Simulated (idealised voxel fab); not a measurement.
Process module in this document: voxel capacitor over wiring
We display cut, a cross-section 255 nm in width whose square cells are each 5 nm.
Heads up, the way a cross-section reads in here is a grid of square cells, handed over as bands from the top down, with every band being one or more rows of cells.
This entry defines a band. It first specifies the height of the band's top and the height of its bottom in nm, and then specifies the band's materials from left to right, stating each material with its width in nm. The word "throughout" identifies a single material that fills the band from edge to edge, while the word "blank" identifies empty space.
Beneath 0, the wafer as received is one material, and that level is where height counting begins. The lowest band goes on downward without a bottom; it is written like "z 0 and below".
Graded width ("30->40"): value in top row of band = first number; value in bottom row = second number; row-to-row change constant.
Where the words "no alterations made" appear for a step, the cross-section shows no cell changed by that step; every cell remained as before.
Any empty space of 8 cells or more lacking an open way to the top shows up in "Completely enclosed voids" as width x height at distance, distance from the left edge, in nm.
Formally, on a step line, whatever follows the settings is a remark that the simulator itself makes on the step.
"overlay nm" on a masked step: distance the mask lay right of its planned place, negative for left.

**Process steps foreseen in the plan**
1 op RECEIVE | material Si
2 op CONFORMAL_DEP | material SiO2 | thk nm 10
3 op CONFORMAL_DEP | material SiN | thk nm 5
4 op DIRECTIONAL_DEP | material SiO2 | thk nm 20
5 op PATTERN | tone open | mask id METAL_1 | material resist | width nm 30 | pitch nm 80 | thk nm 15 | overlay nm 0
6 op DIRECTIONAL_ETCH | etch materials SiO2 | depth nm 20
7 op DIRECTIONAL_ETCH | etch materials SiN | depth nm 5
8 op STRIP | etch materials resist
9 op CONFORMAL_DEP | material TiN | thk nm 5
10 op FILL_DEP | material Ru | thk nm 5
11 op CMP | height nm 35
12 op EPI | material Ru | thk nm 5
13 op FILL_DEP | material SiCN | thk nm 5
14 op DIRECTIONAL_DEP | material lowk | thk nm 10
15 op PATTERN | tone open | mask id PLUG_1 | material resist | width nm 15 | thk nm 15 | overlay nm -15
16 op DIRECTIONAL_ETCH | etch materials lowk | depth nm 10
17 op DIRECTIONAL_ETCH | etch materials SiCN | depth nm 5
18 op STRIP | etch materials resist
19 op EPI | material Ru | thk nm 10
20 op EPI | material Ru | thk nm 5
21 op DIRECTIONAL_DEP | material TiN | thk nm 5
22 op DIRECTIONAL_DEP | material SiN | thk nm 5
23 op DIRECTIONAL_DEP | material TiN | thk nm 10
24 op DIRECTIONAL_DEP | material aC | thk nm 10
25 op PATTERN | tone cover | mask id UPPER_PLATE | material resist | width nm 55 | thk nm 25 | overlay nm 0
26 op DIRECTIONAL_ETCH | etch materials aC | depth nm 10
27 op STRIP | etch materials resist
28 op DIRECTIONAL_ETCH | etch materials TiN | depth nm 10
29 op DIRECTIONAL_ETCH | etch materials SiN | depth nm 5
30 op STRIP | etch materials aC
31 op PATTERN | tone cover | mask id LOWER_PLATE | material resist | width nm 65 | thk nm 20 | overlay nm 0
32 op DIRECTIONAL_ETCH | etch materials TiN | depth nm 5
33 op STRIP | etch materials resist
34 op FILL_DEP | material SiO2 | thk nm 15
35 op CMP | height nm 85
36 op DIRECTIONAL_DEP | material aC | thk nm 10
37 op PATTERN | tone open | mask id PLUG_2 | material resist | width nm 15 | thk nm 30 | overlay nm 0
38 op DIRECTIONAL_ETCH | etch materials aC | depth nm 10
39 op STRIP | etch materials resist
40 op DIRECTIONAL_ETCH | etch materials SiO2 | depth nm 10
41 op STRIP | etch materials aC
42 op CONFORMAL_DEP | material TiN | thk nm 5
43 op FILL_DEP | material Ru | thk nm 5
44 op CMP | height nm 85
45 op CONFORMAL_DEP | material SiN | thk nm 5
Wafers differ in overlay nm at step 15; plan lists the first wafer's value; identical starting state.

**Cross-section of the first of several wafers as received (after step 1)**
	z 0 and below = Si throughout
	Completely enclosed voids: none

**Cross-section, first of several wafers, end of module, after last step 45**
	z 90 to 85 = SiN throughout
	z 85 to 80 = SiO2 (95); TiN (5); Ru (5); TiN (5); SiO2 (145)
	z 80 to 75 = SiO2 (95); TiN (15); SiO2 (145)
	z 75 to 65 = SiO2 (85); TiN (55); SiO2 (115)
	z 65 to 60 = SiO2 (85); SiN (55); SiO2 (115)
	z 60 to 55 = SiO2 (80); TiN (65); SiO2 (110)
	z 55 to 45 = lowk (70); Ru (15); lowk (170)
	z 45 to 40 = SiCN (70); Ru (15); SiCN (170)
	z 40 to 35 = SiCN (65); Ru (40); SiCN (40); Ru (40); SiCN (70)
	z 35 to 15 = SiO2 (70); TiN (5); Ru (20); TiN (5); SiO2 (50); TiN (5); Ru (20); TiN (5); SiO2 (75)
	z 15 to 10 = SiN (70); TiN (30); SiN (50); TiN (30); SiN (75)
	z 10 to 0 = SiO2 throughout
	z 0 and below = Si throughout
	Completely enclosed voids: none

**Last-wafer cross-section at the end of the module**
	z 90 to 85 = SiN throughout
	z 85 to 80 = SiO2 (95); TiN (5); Ru (5); TiN (5); SiO2 (145)
	z 80 to 75 = SiO2 (95); TiN (15); SiO2 (145)
	z 75 to 65 = SiO2 (85); TiN (55); SiO2 (115)
	z 65 to 60 = SiO2 (85); SiN (55); SiO2 (115)
	z 60 to 55 = SiO2 (80); TiN (65); SiO2 (110)
	z 55 to 45 = lowk (100); Ru (15); lowk (140)
	z 45 to 40 = SiCN (100); Ru (15); SiCN (140)
	z 40 to 35 = SiCN (65); Ru (40); SiCN (40); Ru (40); SiCN (70)
	z 35 to 15 = SiO2 (70); TiN (5); Ru (20); TiN (5); SiO2 (50); TiN (5); Ru (20); TiN (5); SiO2 (75)
	z 15 to 10 = SiN (70); TiN (30); SiN (50); TiN (30); SiN (75)
	z 10 to 0 = SiO2 throughout
	z 0 and below = Si throughout
	Completely enclosed voids: none

**Per wafer (row), end of module: delta in cells per material since receipt, (+) for gained, (-) for lost; closed voids after that**
overlay nm -15; +58 Ru; +83 SiCN; +101 SiN; +512 SiO2; +68 TiN; +96 lowk; Completely enclosed voids: none
overlay nm -10; +58 Ru; +83 SiCN; +101 SiN; +512 SiO2; +68 TiN; +96 lowk; Completely enclosed voids: none
overlay nm -5; +58 Ru; +83 SiCN; +101 SiN; +512 SiO2; +68 TiN; +96 lowk; Completely enclosed voids: none
overlay nm 0; +58 Ru; +83 SiCN; +101 SiN; +512 SiO2; +68 TiN; +96 lowk; Completely enclosed voids: none
overlay nm 5; +58 Ru; +83 SiCN; +101 SiN; +512 SiO2; +68 TiN; +96 lowk; Completely enclosed voids: none
overlay nm 10; +58 Ru; +83 SiCN; +101 SiN; +512 SiO2; +68 TiN; +96 lowk; Completely enclosed voids: none
overlay nm 15; +58 Ru; +83 SiCN; +101 SiN; +512 SiO2; +68 TiN; +96 lowk; Completely enclosed voids: none
